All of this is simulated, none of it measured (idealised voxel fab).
process module | voxel transistor to metal
cross-section cut | 280 nm wide | cells 5 nm
A cross-section is a grid of square cells, given in bands from the top down. A band is one or more rows of cells.
Each band's line starts with the height of the band's top and of its bottom, in nm. Then come its materials from left to right, each with its width in nm. One material with "throughout" fills the band from edge to edge. "air" is empty space.
Height 0 is the level under which the wafer as received is all one material. The lowest band goes on downwards, as in "0 down".
A width such as "30 to 40" changes by the same amount from each row of cells to the next, from the band's top row to its bottom row.
"no change" after a step means that no cell of the cross-section changed.
closed voids: empty space of 8 cells or more with no open way to the top, each as width x height at its distance from the left edge, in nm
after a step's settings: what the simulator itself notes on the step
overlay nm, on a step with a mask: how far to the right of its planned place the mask lay; to the left if negative
Each pair below shows a cross-section before one step and the cross-section after it, down to the lowest band that changed. The line under each pair gives the step between them, with its settings. The pairs can come from different runs of this module on the same starting wafer, so a pair continues from the pair above only where its "before" says so.
before
  95 to 65: resist 30 | air 15 | resist 60 | air 15 | resist 40 | air 15 | resist 60 | air 15 | resist 30
  65 to 55: aC throughout
  55 to 40: SiO2 throughout
  40 to 35: SiN throughout
  35 to 25: SiO2 30 | TiN 5 | W 20 | TiN 5 | SiO2 30 | TiN 5 | W 20 | TiN 5 | SiO2 40 | TiN 5 | W 20 | TiN 5 | SiO2 30 | TiN 5 | W 20 | TiN 5 | SiO2 30
  25 to 15: SiO2 30 | TiN 5 | W 20 | TiN 5 | SiN 5 | SiCN 20 | SiN 5 | TiN 5 | W 20 | TiN 5 | SiO2 40 | TiN 5 | W 20 | TiN 5 | SiN 5 | SiCN 20 | SiN 5 | TiN 5 | W 20 | TiN 5 | SiO2 30
  15 to 0: SiO2 30 | TiN 5 | W 20 | TiN 5 | SiN 5 | polySi 20 | SiN 5 | TiN 5 | W 20 | TiN 5 | SiO2 40 | TiN 5 | W 20 | TiN 5 | SiN 5 | polySi 20 | SiN 5 | TiN 5 | W 20 | TiN 5 | SiO2 30
  0 to -5: SiO2 30 | TiN 30 | SiN 5 | polySi 20 | SiN 5 | TiN 30 | SiO2 40 | TiN 30 | SiN 5 | polySi 20 | SiN 5 | TiN 30 | SiO2 30
  -5 to -10: SiO2 25 | pSi 35 | SiO2 30 | pSi 35 | SiO2 30 | pSi 35 | SiO2 30 | pSi 35 | SiO2 25
  -10 to -60: SiO2 30 | Si 90 | SiO2 40 | Si 90 | SiO2 30
  -60 down: Si throughout
  closed voids: none
after
  85 to 65: resist 30 | air 15 | resist 60 | air 15 | resist 40 | air 15 | resist 60 | air 15 | resist 30
  65 to 55: aC 30 | air 15 | aC 60 | air 15 | aC 40 | air 15 | aC 60 | air 15 | aC 30
  below 55: unchanged
  closed voids: none
the step between: op DIRECTIONAL_ETCH | etch materials aC | depth nm 10
before: the cross-section after the pair above
after
  65 to 55: aC 30 | air 15 | aC 60 | air 15 | aC 40 | air 15 | aC 60 | air 15 | aC 30
  below 55: unchanged
  closed voids: none
the step between: op STRIP | etch materials resist
before: the cross-section after the pair above
after
  65 to 55: aC 30 | air 15 | aC 60 | air 15 | aC 40 | air 15 | aC 60 | air 15 | aC 30
  55 to 40: SiO2 30 | air 15 | SiO2 60 | air 15 | SiO2 40 | air 15 | SiO2 60 | air 15 | SiO2 30
  below 40: unchanged
  closed voids: none
the step between: op DIRECTIONAL_ETCH | etch materials SiO2 | depth nm 15
before: the cross-section after the pair above
after
  65 to 55: aC 30 | air 15 | aC 60 | air 15 | aC 40 | air 15 | aC 60 | air 15 | aC 30
  55 to 40: SiO2 30 | air 15 | SiO2 60 | air 15 | SiO2 40 | air 15 | SiO2 60 | air 15 | SiO2 30
  40 to 35: SiN 30 | air 15 | SiN 60 | air 15 | SiN 40 | air 15 | SiN 60 | air 15 | SiN 30
  below 35: unchanged
  closed voids: none
the step between: op DIRECTIONAL_ETCH | etch materials SiN | depth nm 5
before: the cross-section after the pair above
after
  55 to 40: SiO2 30 | air 15 | SiO2 60 | air 15 | SiO2 40 | air 15 | SiO2 60 | air 15 | SiO2 30
  below 40: unchanged
  closed voids: none
the step between: op STRIP | etch materials aC
before: the cross-section after the pair above
after
  60 to 55: TiN 35 | air 5 | TiN 70 | air 5 | TiN 50 | air 5 | TiN 70 | air 5 | TiN 35
  55 to 40: SiO2 30 | TiN 5 | air 5 | TiN 5 | SiO2 60 | TiN 5 | air 5 | TiN 5 | SiO2 40 | TiN 5 | air 5 | TiN 5 | SiO2 60 | TiN 5 | air 5 | TiN 5 | SiO2 30
  40 to 35: SiN 30 | TiN 15 | SiN 60 | TiN 15 | SiN 40 | TiN 15 | SiN 60 | TiN 15 | SiN 30
  below 35: unchanged
  closed voids: none
the step between: op CONFORMAL_DEP | material TiN | thk nm 5
before: the cross-section after the pair above
after
  70 to 60: Cu throughout
  60 to 55: TiN 35 | Cu 5 | TiN 70 | Cu 5 | TiN 50 | Cu 5 | TiN 70 | Cu 5 | TiN 35
  55 to 40: SiO2 30 | TiN 5 | Cu 5 | TiN 5 | SiO2 60 | TiN 5 | Cu 5 | TiN 5 | SiO2 40 | TiN 5 | Cu 5 | TiN 5 | SiO2 60 | TiN 5 | Cu 5 | TiN 5 | SiO2 30
  below 40: unchanged
  closed voids: none
the step between: op FILL_DEP | material Cu | thk nm 10
before: the cross-section after the pair above
after
  55 to 40: SiO2 30 | TiN 5 | Cu 5 | TiN 5 | SiO2 60 | TiN 5 | Cu 5 | TiN 5 | SiO2 40 | TiN 5 | Cu 5 | TiN 5 | SiO2 60 | TiN 5 | Cu 5 | TiN 5 | SiO2 30
  below 40: unchanged
  closed voids: none
the step between: op CMP | height nm 55
before: the cross-section after the pair above
after
  60 to 55: SiN throughout
  below 55: unchanged
  closed voids: none
the step between: op CONFORMAL_DEP | material SiN | thk nm 5
before
  15 to 0: SiO2 25 | SiN 100 | SiO2 30 | SiN 100 | SiO2 25
  0 to -5: SiO2 throughout
  -5 to -35: SiO2 30 | Si 90 | SiO2 40 | Si 90 | SiO2 30
  -35 down: Si throughout
  closed voids: none
after
  15 to 0: SiO2 25 | air 100 | SiO2 30 | air 100 | SiO2 25
  below 0: unchanged
  closed voids: none
the step between: op STRIP | etch materials SiN
before: the cross-section after the pair above
after
  0 to -5: SiO2 10 | air 260 | SiO2 10
  -5 to -15: SiO2 10 | air 20 | Si 90 | air 40 | Si 90 | air 20 | SiO2 10
  below -15: unchanged
  closed voids: none
the step between: op SELECTIVE_ETCH | etch materials SiO2 | depth nm 15
before: the cross-section after the pair above
after
  -5 to -20: SiO2 5 | air 25 | Si 90 | air 40 | Si 90 | air 25 | SiO2 5
  below -20: unchanged
  closed voids: none
the step between: op SELECTIVE_ETCH | etch materials SiO2 | depth nm 5
before: the cross-section after the pair above
after
  -5 to -10: SiO2 5 | air 25 | SiO2 90 | air 40 | SiO2 90 | air 25 | SiO2 5
  -10 to -20: SiO2 5 | air 25 | SiO2 5 | Si 80 | SiO2 5 | air 40 | SiO2 5 | Si 80 | SiO2 5 | air 25 | SiO2 5
  -20 to -25: SiO2 35 | Si 80 | SiO2 50 | Si 80 | SiO2 35
  below -25: unchanged
  closed voids: none
the step between: op OXIDIZE | depth nm 5
before: the cross-section after the pair above
after
  15 to 0: polySi 5 | air 25 | polySi 90 | air 40 | polySi 90 | air 25 | polySi 5
  0 to -5: polySi throughout
  -5 to -10: SiO2 5 | polySi 25 | SiO2 90 | polySi 40 | SiO2 90 | polySi 25 | SiO2 5
  -10 to -20: SiO2 5 | polySi 25 | SiO2 5 | Si 80 | SiO2 5 | polySi 40 | SiO2 5 | Si 80 | SiO2 5 | polySi 25 | SiO2 5
  below -20: unchanged
  closed voids: none
the step between: op DIRECTIONAL_DEP | material polySi | thk nm 20
before: the cross-section after the pair above
after
  25 to 15: SiCN 5 | air 25 | SiCN 90 | air 40 | SiCN 90 | air 25 | SiCN 5
  15 to 10: polySi 5 | air 25 | polySi 90 | air 40 | polySi 90 | air 25 | polySi 5
  10 to 0: polySi 5 | SiCN 25 | polySi 90 | SiCN 40 | polySi 90 | SiCN 25 | polySi 5
  below 0: unchanged
  closed voids: none
the step between: op DIRECTIONAL_DEP | material SiCN | thk nm 10
before: the cross-section after the pair above
after
  25 to 15: air 65 | SiCN 20 | air 110 | SiCN 20 | air 65
  15 to 0: polySi 5 | air 25 | polySi 90 | air 40 | polySi 90 | air 25 | polySi 5
  below 0: unchanged
  closed voids: none
the step between: op MASKED_ETCH | tone cover | mask id GATE | width nm 20 | pitch nm 130 | etch materials SiCN | depth nm 20 | overlay nm 0
before: the cross-section after the pair above
after
  25 to 15: air 65 | SiCN 20 | air 110 | SiCN 20 | air 65
  15 to -5: air 65 | polySi 20 | air 110 | polySi 20 | air 65
  -5 to -10: SiO2 5 | air 25 | SiO2 90 | air 40 | SiO2 90 | air 25 | SiO2 5
  -10 to -20: SiO2 5 | air 25 | SiO2 5 | Si 80 | SiO2 5 | air 40 | SiO2 5 | Si 80 | SiO2 5 | air 25 | SiO2 5
  below -20: unchanged
  closed voids: none
the step between: op MASKED_ETCH | tone cover | mask id GATE | width nm 20 | pitch nm 130 | etch materials polySi | depth nm 30 | overlay nm 0
before: the cross-section after the pair above
after
  30 to 25: air 60 | SiN 30 | air 100 | SiN 30 | air 60
  25 to 15: air 60 | SiN 5 | SiCN 20 | SiN 5 | air 100 | SiN 5 | SiCN 20 | SiN 5 | air 60
  15 to 0: air 60 | SiN 5 | polySi 20 | SiN 5 | air 100 | SiN 5 | polySi 20 | SiN 5 | air 60
  0 to -5: SiN 10 | air 15 | SiN 40 | polySi 20 | SiN 40 | air 30 | SiN 40 | polySi 20 | SiN 40 | air 15 | SiN 10
  -5 to -10: SiO2 5 | SiN 5 | air 15 | SiN 5 | SiO2 90 | SiN 5 | air 30 | SiN 5 | SiO2 90 | SiN 5 | air 15 | SiN 5 | SiO2 5
  -10 to -15: SiO2 5 | SiN 5 | air 15 | SiN 5 | SiO2 5 | Si 80 | SiO2 5 | SiN 5 | air 30 | SiN 5 | SiO2 5 | Si 80 | SiO2 5 | SiN 5 | air 15 | SiN 5 | SiO2 5
  -15 to -20: SiO2 5 | SiN 25 | SiO2 5 | Si 80 | SiO2 5 | SiN 40 | SiO2 5 | Si 80 | SiO2 5 | SiN 25 | SiO2 5
  below -20: unchanged
  closed voids: none
the step between: op CONFORMAL_DEP | material SiN | thk nm 5
before: the cross-section after the pair above
after
  25 to 15: air 60 | SiN 5 | SiCN 20 | SiN 5 | air 100 | SiN 5 | SiCN 20 | SiN 5 | air 60
  15 to -5: air 60 | SiN 5 | polySi 20 | SiN 5 | air 100 | SiN 5 | polySi 20 | SiN 5 | air 60
  -5 to -10: SiO2 5 | SiN 5 | air 15 | SiN 5 | SiO2 90 | SiN 5 | air 30 | SiN 5 | SiO2 90 | SiN 5 | air 15 | SiN 5 | SiO2 5
  -10 to -20: SiO2 5 | SiN 5 | air 15 | SiN 5 | SiO2 5 | Si 80 | SiO2 5 | SiN 5 | air 30 | SiN 5 | SiO2 5 | Si 80 | SiO2 5 | SiN 5 | air 15 | SiN 5 | SiO2 5
  below -20: unchanged
  closed voids: none
the step between: op DIRECTIONAL_ETCH | etch materials SiN | depth nm 5
before: the cross-section after the pair above
after
  25 to 15: air 60 | SiN 5 | SiCN 20 | SiN 5 | air 100 | SiN 5 | SiCN 20 | SiN 5 | air 60
  15 to -5: air 60 | SiN 5 | polySi 20 | SiN 5 | air 100 | SiN 5 | polySi 20 | SiN 5 | air 60
  -5 to -10: air 5 | SiN 5 | air 15 | SiN 5 | air 30 | SiO2 30 | air 30 | SiN 5 | air 30 | SiN 5 | air 30 | SiO2 30 | air 30 | SiN 5 | air 15 | SiN 5 | air 5
  -10 to -20: SiO2 5 | SiN 5 | air 15 | SiN 5 | SiO2 5 | Si 80 | SiO2 5 | SiN 5 | air 30 | SiN 5 | SiO2 5 | Si 80 | SiO2 5 | SiN 5 | air 15 | SiN 5 | SiO2 5
  -20 to -25: SiO2 10 | air 15 | SiO2 10 | Si 80 | SiO2 10 | air 30 | SiO2 10 | Si 80 | SiO2 10 | air 15 | SiO2 10
  below -25: unchanged
  closed voids: none
the step between: op DIRECTIONAL_ETCH | etch materials SiO2 | depth nm 5
before: the cross-section after the pair above
after
  25 to 15: air 60 | SiN 5 | SiCN 20 | SiN 5 | air 100 | SiN 5 | SiCN 20 | SiN 5 | air 60
  15 to -5: air 60 | SiN 5 | polySi 20 | SiN 5 | air 100 | SiN 5 | polySi 20 | SiN 5 | air 60
  -5 to -10: air 5 | SiN 5 | air 15 | SiN 5 | pSi 30 | SiO2 30 | pSi 30 | SiN 5 | air 30 | SiN 5 | pSi 30 | SiO2 30 | pSi 30 | SiN 5 | air 15 | SiN 5 | air 5
  below -10: unchanged
  closed voids: none
the step between: op EPI | material pSi | thk nm 5
before: the cross-section after the pair above
after
  35 to 25: SiO2 throughout
  25 to 15: SiO2 60 | SiN 5 | SiCN 20 | SiN 5 | SiO2 100 | SiN 5 | SiCN 20 | SiN 5 | SiO2 60
  15 to -5: SiO2 60 | SiN 5 | polySi 20 | SiN 5 | SiO2 100 | SiN 5 | polySi 20 | SiN 5 | SiO2 60
  -5 to -10: SiO2 5 | SiN 5 | SiO2 15 | SiN 5 | pSi 30 | SiO2 30 | pSi 30 | SiN 5 | SiO2 30 | SiN 5 | pSi 30 | SiO2 30 | pSi 30 | SiN 5 | SiO2 15 | SiN 5 | SiO2 5
  -10 to -20: SiO2 5 | SiN 5 | SiO2 15 | SiN 5 | SiO2 5 | Si 80 | SiO2 5 | SiN 5 | SiO2 30 | SiN 5 | SiO2 5 | Si 80 | SiO2 5 | SiN 5 | SiO2 15 | SiN 5 | SiO2 5
  -20 to -25: SiO2 35 | Si 80 | SiO2 50 | Si 80 | SiO2 35
  below -25: unchanged
  closed voids: none
the step between: op FILL_DEP | material SiO2 | thk nm 10
before: the cross-section after the pair above
after
  25 to 15: SiO2 60 | SiN 5 | SiCN 20 | SiN 5 | SiO2 100 | SiN 5 | SiCN 20 | SiN 5 | SiO2 60
  below 15: unchanged
  closed voids: none
the step between: op CMP | height nm 25
before: the cross-section after the pair above
after
  35 to 25: SiO2 throughout
  below 25: unchanged
  closed voids: none
the step between: op DIRECTIONAL_DEP | material SiO2 | thk nm 10
before: the cross-section after the pair above
after
  50 to 35: aC throughout
  below 35: unchanged
  closed voids: none
the step between: op DIRECTIONAL_DEP | material aC | thk nm 15
before: the cross-section after the pair above
after
  80 to 50: resist 30 | air 30 | resist 30 | air 30 | resist 40 | air 30 | resist 30 | air 30 | resist 30
  below 50: unchanged
  closed voids: none
the step between: op PATTERN | tone open | mask id CONTACT | material resist | width nm 30 | thk nm 30 | overlay nm 0
before: the cross-section after the pair above
after
  65 to 50: resist 30 | air 30 | resist 30 | air 30 | resist 40 | air 30 | resist 30 | air 30 | resist 30
  50 to 35: aC 30 | air 30 | aC 30 | air 30 | aC 40 | air 30 | aC 30 | air 30 | aC 30
  below 35: unchanged
  closed voids: none
the step between: op DIRECTIONAL_ETCH | etch materials aC | depth nm 15
before: the cross-section after the pair above
after
  50 to 35: aC 30 | air 30 | aC 30 | air 30 | aC 40 | air 30 | aC 30 | air 30 | aC 30
  below 35: unchanged
  closed voids: none
the step between: op STRIP | etch materials resist
before: the cross-section after the pair above
after
  50 to 35: aC 30 | air 30 | aC 30 | air 30 | aC 40 | air 30 | aC 30 | air 30 | aC 30
  35 to 25: SiO2 30 | air 30 | SiO2 30 | air 30 | SiO2 40 | air 30 | SiO2 30 | air 30 | SiO2 30
  25 to 15: SiO2 30 | air 30 | SiN 5 | SiCN 20 | SiN 5 | air 30 | SiO2 40 | air 30 | SiN 5 | SiCN 20 | SiN 5 | air 30 | SiO2 30
  15 to -5: SiO2 30 | air 30 | SiN 5 | polySi 20 | SiN 5 | air 30 | SiO2 40 | air 30 | SiN 5 | polySi 20 | SiN 5 | air 30 | SiO2 30
  below -5: unchanged
  closed voids: none
the step between: op DIRECTIONAL_ETCH | etch materials SiO2 | depth nm 40
before: the cross-section after the pair above
after
  35 to 25: SiO2 30 | air 30 | SiO2 30 | air 30 | SiO2 40 | air 30 | SiO2 30 | air 30 | SiO2 30
  below 25: unchanged
  closed voids: none
the step between: op STRIP | etch materials aC
before: the cross-section after the pair above
after
  40 to 35: TiN 35 | air 20 | TiN 40 | air 20 | TiN 50 | air 20 | TiN 40 | air 20 | TiN 35
  35 to 25: SiO2 30 | TiN 5 | air 20 | TiN 5 | SiO2 30 | TiN 5 | air 20 | TiN 5 | SiO2 40 | TiN 5 | air 20 | TiN 5 | SiO2 30 | TiN 5 | air 20 | TiN 5 | SiO2 30
  25 to 15: SiO2 30 | TiN 5 | air 20 | TiN 5 | SiN 5 | SiCN 20 | SiN 5 | TiN 5 | air 20 | TiN 5 | SiO2 40 | TiN 5 | air 20 | TiN 5 | SiN 5 | SiCN 20 | SiN 5 | TiN 5 | air 20 | TiN 5 | SiO2 30
  15 to 0: SiO2 30 | TiN 5 | air 20 | TiN 5 | SiN 5 | polySi 20 | SiN 5 | TiN 5 | air 20 | TiN 5 | SiO2 40 | TiN 5 | air 20 | TiN 5 | SiN 5 | polySi 20 | SiN 5 | TiN 5 | air 20 | TiN 5 | SiO2 30
  0 to -5: SiO2 30 | TiN 30 | SiN 5 | polySi 20 | SiN 5 | TiN 30 | SiO2 40 | TiN 30 | SiN 5 | polySi 20 | SiN 5 | TiN 30 | SiO2 30
  below -5: unchanged
  closed voids: none
the step between: op CONFORMAL_DEP | material TiN | thk nm 5
before: the cross-section after the pair above
after
  50 to 40: W throughout
  40 to 35: TiN 35 | W 20 | TiN 40 | W 20 | TiN 50 | W 20 | TiN 40 | W 20 | TiN 35
  35 to 25: SiO2 30 | TiN 5 | W 20 | TiN 5 | SiO2 30 | TiN 5 | W 20 | TiN 5 | SiO2 40 | TiN 5 | W 20 | TiN 5 | SiO2 30 | TiN 5 | W 20 | TiN 5 | SiO2 30
  25 to 15: SiO2 30 | TiN 5 | W 20 | TiN 5 | SiN 5 | SiCN 20 | SiN 5 | TiN 5 | W 20 | TiN 5 | SiO2 40 | TiN 5 | W 20 | TiN 5 | SiN 5 | SiCN 20 | SiN 5 | TiN 5 | W 20 | TiN 5 | SiO2 30
  15 to 0: SiO2 30 | TiN 5 | W 20 | TiN 5 | SiN 5 | polySi 20 | SiN 5 | TiN 5 | W 20 | TiN 5 | SiO2 40 | TiN 5 | W 20 | TiN 5 | SiN 5 | polySi 20 | SiN 5 | TiN 5 | W 20 | TiN 5 | SiO2 30
  below 0: unchanged
  closed voids: none
the step between: op FILL_DEP | material W | thk nm 10
before: the cross-section after the pair above
after
  35 to 25: SiO2 30 | TiN 5 | W 20 | TiN 5 | SiO2 30 | TiN 5 | W 20 | TiN 5 | SiO2 40 | TiN 5 | W 20 | TiN 5 | SiO2 30 | TiN 5 | W 20 | TiN 5 | SiO2 30
  below 25: unchanged
  closed voids: none
the step between: op CMP | height nm 35
before: the cross-section after the pair above
after
  40 to 35: SiN throughout
  below 35: unchanged
  closed voids: none
the step between: op CONFORMAL_DEP | material SiN | thk nm 5
before: the cross-section after the pair above
after
  55 to 40: SiO2 throughout
  below 40: unchanged
  closed voids: none
the step between: op DIRECTIONAL_DEP | material SiO2 | thk nm 15
before: the cross-section after the pair above
after
  65 to 55: aC throughout
  below 55: unchanged
  closed voids: none
the step between: op DIRECTIONAL_DEP | material aC | thk nm 10
before: the cross-section after the pair above
after
  95 to 65: resist 30 | air 15 | resist 60 | air 15 | resist 40 | air 15 | resist 60 | air 15 | resist 30
  below 65: unchanged
  closed voids: none
the step between: op PATTERN | tone open | mask id METAL_1 | material resist | width nm 15 | thk nm 30 | overlay nm 0
before: the cross-section after the pair above
after
  85 to 65: resist 30 | air 15 | resist 60 | air 15 | resist 40 | air 15 | resist 60 | air 15 | resist 30
  65 to 55: aC 30 | air 15 | aC 60 | air 15 | aC 40 | air 15 | aC 60 | air 15 | aC 30
  below 55: unchanged
  closed voids: none
the step between: op DIRECTIONAL_ETCH | etch materials aC | depth nm 10
before: the cross-section after the pair above
after
  65 to 55: aC 30 | air 15 | aC 60 | air 15 | aC 40 | air 15 | aC 60 | air 15 | aC 30
  below 55: unchanged
  closed voids: none
the step between: op STRIP | etch materials resist
before: the cross-section after the pair above
after
  65 to 55: aC 30 | air 15 | aC 60 | air 15 | aC 40 | air 15 | aC 60 | air 15 | aC 30
  55 to 40: SiO2 30 | air 15 | SiO2 60 | air 15 | SiO2 40 | air 15 | SiO2 60 | air 15 | SiO2 30
  below 40: unchanged
  closed voids: none
the step between: op DIRECTIONAL_ETCH | etch materials SiO2 | depth nm 15
before: the cross-section after the pair above
after
  65 to 55: aC 30 | air 15 | aC 60 | air 15 | aC 40 | air 15 | aC 60 | air 15 | aC 30
  55 to 40: SiO2 30 | air 15 | SiO2 60 | air 15 | SiO2 40 | air 15 | SiO2 60 | air 15 | SiO2 30
  40 to 35: SiN 30 | air 15 | SiN 60 | air 15 | SiN 40 | air 15 | SiN 60 | air 15 | SiN 30
  below 35: unchanged
  closed voids: none
the step between: op DIRECTIONAL_ETCH | etch materials SiN | depth nm 5
before: the cross-section after the pair above
after
  55 to 40: SiO2 30 | air 15 | SiO2 60 | air 15 | SiO2 40 | air 15 | SiO2 60 | air 15 | SiO2 30
  below 40: unchanged
  closed voids: none
the step between: op STRIP | etch materials aC
before: the cross-section after the pair above
after
  60 to 55: TiN 35 | air 5 | TiN 70 | air 5 | TiN 50 | air 5 | TiN 70 | air 5 | TiN 35
  55 to 40: SiO2 30 | TiN 5 | air 5 | TiN 5 | SiO2 60 | TiN 5 | air 5 | TiN 5 | SiO2 40 | TiN 5 | air 5 | TiN 5 | SiO2 60 | TiN 5 | air 5 | TiN 5 | SiO2 30
  40 to 35: SiN 30 | TiN 15 | SiN 60 | TiN 15 | SiN 40 | TiN 15 | SiN 60 | TiN 15 | SiN 30
  below 35: unchanged
  closed voids: none
the step between: op CONFORMAL_DEP | material TiN | thk nm 5
before: the cross-section after the pair above
after
  70 to 60: Cu throughout
  60 to 55: TiN 35 | Cu 5 | TiN 70 | Cu 5 | TiN 50 | Cu 5 | TiN 70 | Cu 5 | TiN 35
  55 to 40: SiO2 30 | TiN 5 | Cu 5 | TiN 5 | SiO2 60 | TiN 5 | Cu 5 | TiN 5 | SiO2 40 | TiN 5 | Cu 5 | TiN 5 | SiO2 60 | TiN 5 | Cu 5 | TiN 5 | SiO2 30
  below 40: unchanged
  closed voids: none
the step between: op FILL_DEP | material Cu | thk nm 10
before: the cross-section after the pair above
after
  55 to 40: SiO2 30 | TiN 5 | Cu 5 | TiN 5 | SiO2 60 | TiN 5 | Cu 5 | TiN 5 | SiO2 40 | TiN 5 | Cu 5 | TiN 5 | SiO2 60 | TiN 5 | Cu 5 | TiN 5 | SiO2 30
  below 40: unchanged
  closed voids: none
the step between: op CMP | height nm 55
before: the cross-section after the pair above
after
  60 to 55: SiN throughout
  below 55: unchanged
  closed voids: none
the step between: op CONFORMAL_DEP | material SiN | thk nm 5
before
  -5 to -10: SiO2 throughout
  -10 to -35: SiO2 30 | Si 90 | SiO2 40 | Si 90 | SiO2 30
  -35 down: Si throughout
  closed voids: none
after
  20 to -5: polySi throughout
  below -5: unchanged
  closed voids: none
the step between: op DIRECTIONAL_DEP | material polySi | thk nm 25
before: the cross-section after the pair above
after
  30 to 20: SiCN throughout
  below 20: unchanged
  closed voids: none
the step between: op DIRECTIONAL_DEP | material SiCN | thk nm 10
before: the cross-section after the pair above
after
  30 to 20: air 65 | SiCN 20 | air 110 | SiCN 20 | air 65
  below 20: unchanged
  closed voids: none
the step between: op MASKED_ETCH | tone cover | mask id GATE | width nm 20 | pitch nm 130 | etch materials SiCN | depth nm 20 | overlay nm 0
before: the cross-section after the pair above
after
  30 to 20: air 65 | SiCN 20 | air 110 | SiCN 20 | air 65
  20 to -5: air 65 | polySi 20 | air 110 | polySi 20 | air 65
  below -5: unchanged
  closed voids: none
the step between: op MASKED_ETCH | tone cover | mask id GATE | width nm 20 | pitch nm 130 | etch materials polySi | depth nm 30 | overlay nm 0
before: the cross-section after the pair above
after
  35 to 30: air 60 | SiN 30 | air 100 | SiN 30 | air 60
  30 to 20: air 60 | SiN 5 | SiCN 20 | SiN 5 | air 100 | SiN 5 | SiCN 20 | SiN 5 | air 60
  20 to 0: air 60 | SiN 5 | polySi 20 | SiN 5 | air 100 | SiN 5 | polySi 20 | SiN 5 | air 60
  0 to -5: SiN 65 | polySi 20 | SiN 110 | polySi 20 | SiN 65
  below -5: unchanged
  closed voids: none
the step between: op CONFORMAL_DEP | material SiN | thk nm 5
before: the cross-section after the pair above
after
  30 to 20: air 60 | SiN 5 | SiCN 20 | SiN 5 | air 100 | SiN 5 | SiCN 20 | SiN 5 | air 60
  20 to -5: air 60 | SiN 5 | polySi 20 | SiN 5 | air 100 | SiN 5 | polySi 20 | SiN 5 | air 60
  below -5: unchanged
  closed voids: none
the step between: op DIRECTIONAL_ETCH | etch materials SiN | depth nm 5
before: the cross-section after the pair above
after
  30 to 20: air 60 | SiN 5 | SiCN 20 | SiN 5 | air 100 | SiN 5 | SiCN 20 | SiN 5 | air 60
  20 to -5: air 60 | SiN 5 | polySi 20 | SiN 5 | air 100 | SiN 5 | polySi 20 | SiN 5 | air 60
  -5 to -10: air 60 | SiO2 30 | air 100 | SiO2 30 | air 60
  below -10: unchanged
  closed voids: none
the step between: op DIRECTIONAL_ETCH | etch materials SiO2 | depth nm 5
before: the cross-section after the pair above
after
  30 to 20: air 60 | SiN 5 | SiCN 20 | SiN 5 | air 100 | SiN 5 | SiCN 20 | SiN 5 | air 60
  20 to -5: air 60 | SiN 5 | polySi 20 | SiN 5 | air 100 | SiN 5 | polySi 20 | SiN 5 | air 60
  -5 to -10: air 25 | pSi 35 | SiO2 30 | pSi 35 | air 30 | pSi 35 | SiO2 30 | pSi 35 | air 25
  below -10: unchanged
  closed voids: none
the step between: op EPI | material pSi | thk nm 5
before: the cross-section after the pair above
after
  40 to 30: SiO2 throughout
  30 to 20: SiO2 60 | SiN 5 | SiCN 20 | SiN 5 | SiO2 100 | SiN 5 | SiCN 20 | SiN 5 | SiO2 60
  20 to -5: SiO2 60 | SiN 5 | polySi 20 | SiN 5 | SiO2 100 | SiN 5 | polySi 20 | SiN 5 | SiO2 60
  -5 to -10: SiO2 25 | pSi 35 | SiO2 30 | pSi 35 | SiO2 30 | pSi 35 | SiO2 30 | pSi 35 | SiO2 25
  below -10: unchanged
  closed voids: none
the step between: op FILL_DEP | material SiO2 | thk nm 10
before: the cross-section after the pair above
after
  25 to 20: SiO2 60 | SiN 5 | SiCN 20 | SiN 5 | SiO2 100 | SiN 5 | SiCN 20 | SiN 5 | SiO2 60
  below 20: unchanged
  closed voids: none
the step between: op CMP | height nm 25
before: the cross-section after the pair above
after
  35 to 25: SiO2 throughout
  below 25: unchanged
  closed voids: none
the step between: op DIRECTIONAL_DEP | material SiO2 | thk nm 10
before: the cross-section after the pair above
after
  50 to 35: aC throughout
  below 35: unchanged
  closed voids: none
the step between: op DIRECTIONAL_DEP | material aC | thk nm 15
before: the cross-section after the pair above
after
  80 to 50: resist 30 | air 30 | resist 30 | air 30 | resist 40 | air 30 | resist 30 | air 30 | resist 30
  below 50: unchanged
  closed voids: none
the step between: op PATTERN | tone open | mask id CONTACT | material resist | width nm 30 | thk nm 30 | overlay nm 0
before: the cross-section after the pair above
after
  65 to 50: resist 30 | air 30 | resist 30 | air 30 | resist 40 | air 30 | resist 30 | air 30 | resist 30
  50 to 35: aC 30 | air 30 | aC 30 | air 30 | aC 40 | air 30 | aC 30 | air 30 | aC 30
  below 35: unchanged
  closed voids: none
the step between: op DIRECTIONAL_ETCH | etch materials aC | depth nm 15
before: the cross-section after the pair above
after
  50 to 35: aC 30 | air 30 | aC 30 | air 30 | aC 40 | air 30 | aC 30 | air 30 | aC 30
  below 35: unchanged
  closed voids: none
the step between: op STRIP | etch materials resist
before: the cross-section after the pair above
after
  50 to 35: aC 30 | air 30 | aC 30 | air 30 | aC 40 | air 30 | aC 30 | air 30 | aC 30
  35 to 25: SiO2 30 | air 30 | SiO2 30 | air 30 | SiO2 40 | air 30 | SiO2 30 | air 30 | SiO2 30
  25 to 20: SiO2 30 | air 30 | SiN 5 | SiCN 20 | SiN 5 | air 30 | SiO2 40 | air 30 | SiN 5 | SiCN 20 | SiN 5 | air 30 | SiO2 30
  20 to -5: SiO2 30 | air 30 | SiN 5 | polySi 20 | SiN 5 | air 30 | SiO2 40 | air 30 | SiN 5 | polySi 20 | SiN 5 | air 30 | SiO2 30
  below -5: unchanged
  closed voids: none
the step between: op DIRECTIONAL_ETCH | etch materials SiO2 | depth nm 40
before: the cross-section after the pair above
after
  35 to 25: SiO2 30 | air 30 | SiO2 30 | air 30 | SiO2 40 | air 30 | SiO2 30 | air 30 | SiO2 30
  below 25: unchanged
  closed voids: none
the step between: op STRIP | etch materials aC
before: the cross-section after the pair above
after
  40 to 35: TiN 35 | air 20 | TiN 40 | air 20 | TiN 50 | air 20 | TiN 40 | air 20 | TiN 35
  35 to 25: SiO2 30 | TiN 5 | air 20 | TiN 5 | SiO2 30 | TiN 5 | air 20 | TiN 5 | SiO2 40 | TiN 5 | air 20 | TiN 5 | SiO2 30 | TiN 5 | air 20 | TiN 5 | SiO2 30
  25 to 20: SiO2 30 | TiN 5 | air 20 | TiN 5 | SiN 5 | SiCN 20 | SiN 5 | TiN 5 | air 20 | TiN 5 | SiO2 40 | TiN 5 | air 20 | TiN 5 | SiN 5 | SiCN 20 | SiN 5 | TiN 5 | air 20 | TiN 5 | SiO2 30
  20 to 0: SiO2 30 | TiN 5 | air 20 | TiN 5 | SiN 5 | polySi 20 | SiN 5 | TiN 5 | air 20 | TiN 5 | SiO2 40 | TiN 5 | air 20 | TiN 5 | SiN 5 | polySi 20 | SiN 5 | TiN 5 | air 20 | TiN 5 | SiO2 30
  0 to -5: SiO2 30 | TiN 30 | SiN 5 | polySi 20 | SiN 5 | TiN 30 | SiO2 40 | TiN 30 | SiN 5 | polySi 20 | SiN 5 | TiN 30 | SiO2 30
  below -5: unchanged
  closed voids: none
the step between: op CONFORMAL_DEP | material TiN | thk nm 5
